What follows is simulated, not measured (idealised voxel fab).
Presented below is a process module, voxel air gaps.
Cross-section cut spans 205 nm and uses square cells 5 nm in size.
Cross-section format: a grid of square cells, given as bands from top to bottom; each band is one or more rows of cells.
In this notation a band is specified by the heights of its top and bottom, in that order and in nm, after which its materials appear from left to right, each paired with its width in nm. The word "edge to edge" attached to a single material means that material fills the band from edge to edge; the word "blank" stands for empty space.
All heights in this document are referenced to 0, defined as the level beneath which the wafer, as received, consists entirely of one material. The lowest band is not bounded below; it extends indefinitely downward and is written in the form "z 0 and below".
A two-number width, for instance "30 to 40", indicates that the width is equal to the first number in the top row of the band and to the second number in the bottom row, and that it changes by a constant amount per row of cells.
Basically "everything unchanged" means that step didn't change any cell in the cross-section.
Closed void listing: empty space of 8 cells or more with no open way to the top, each as width x height at its distance from the left edge, in nm
Post-settings text on a step line: simulator's own remark regarding the step.
overlay nm, on a step with a mask: how far to the right of its planned place the mask lay; to the left if negative

# plan
1 RECEIVE (material Si)
2 CONFORMAL_DEP (material SiO2; thk nm 10)
3 CONFORMAL_DEP (material SiN; thk nm 5)
4 DIRECTIONAL_DEP (material SiO2; thk nm 40)
5 PATTERN (tone open; mask id LINES; material resist; width nm 15; pitch nm 40; thk nm 20; overlay nm 0)
6 DIRECTIONAL_ETCH (etch materials SiO2; depth nm 40)
7 STRIP (etch materials resist)
8 CONFORMAL_DEP (material TiN; thk nm 5)
9 FILL_DEP (material Cu; thk nm 5)
10 CMP (height nm 55)
11 EPI (material Ru; thk nm 10)
12 SELECTIVE_ETCH (etch materials SiO2; depth nm 50)
13 CONFORMAL_DEP (material SiN; thk nm 5)

# Cross-section of the wafer upon arrival, representing the state reached after step 1
* z 0 and below: Si edge to edge
* Closed void listing: none

# Run as planned - first of the two wafers cross-sectioned at the end of the module
* z 70 to 65: blank (40), then SiN (125), then blank (40)
* z 65 to 55: blank (40), then SiN (5), then Ru (35), then SiN (5), then Ru (35), then SiN (5), then Ru (35), then SiN (5), then blank (40)
* z 55 to 50: blank (40), then SiN (15), then TiN (5), then Cu (5), then TiN (5), then SiN (25), then TiN (5), then Cu (5), then TiN (5), then SiN (25), then TiN (5), then Cu (5), then TiN (5), then SiN (15), then blank (40)
* z 50 to 20: blank (50), then SiN (5), then TiN (5), then Cu (5), then TiN (5), then SiN (5), then blank (15), then SiN (5), then TiN (5), then Cu (5), then TiN (5), then SiN (5), then blank (15), then SiN (5), then TiN (5), then Cu (5), then TiN (5), then SiN (5), then blank (50)
* z 20 to 15: SiN (55), then TiN (15), then SiN (25), then TiN (15), then SiN (25), then TiN (15), then SiN (55)
* z 15 to 10: SiN edge to edge
* z 10 to 0: SiO2 edge to edge
* z 0 and below: Si edge to edge
* Closed void listing: 15 x 30 at 75; 15 x 30 at 115

# The second wafer, shown in cross-section after the module: started the same way as the first and given the same plan, yet one mistake crept into how it was run
* z 70 to 65: blank (40), then SiN (125), then blank (40)
* z 65 to 55: blank (40), then SiN (5), then Ru (35), then SiN (5), then Ru (35), then SiN (5), then Ru (35), then SiN (5), then blank (40)
* z 55 to 20: blank (40), then SiN (5), then Ru (10), then TiN (5), then Cu (5), then TiN (5), then Ru (10), then SiN (5), then Ru (10), then TiN (5), then Cu (5), then TiN (5), then Ru (10), then SiN (5), then Ru (10), then TiN (5), then Cu (5), then TiN (5), then Ru (10), then SiN (5), then blank (40)
* z 20 to 15: SiN (45), then Ru (10), then TiN (15), then Ru (10), then SiN (5), then Ru (10), then TiN (15), then Ru (10), then SiN (5), then Ru (10), then TiN (15), then Ru (10), then SiN (45)
* z 15 to 10: SiN edge to edge
* z 10 to 0: SiO2 edge to edge
* z 0 and below: Si edge to edge
* Closed void listing: none
Diagnosis: the processing plan was not followed for steps 11 and 12, which were run with their positions exchanged
Upon completion, the second wafer contains, in terms of cells, a greater or smaller amount of certain materials than the first wafer: Ru +96; SiN -36
The first wafer finishes with 2 closed voids, while the second finishes with 0.
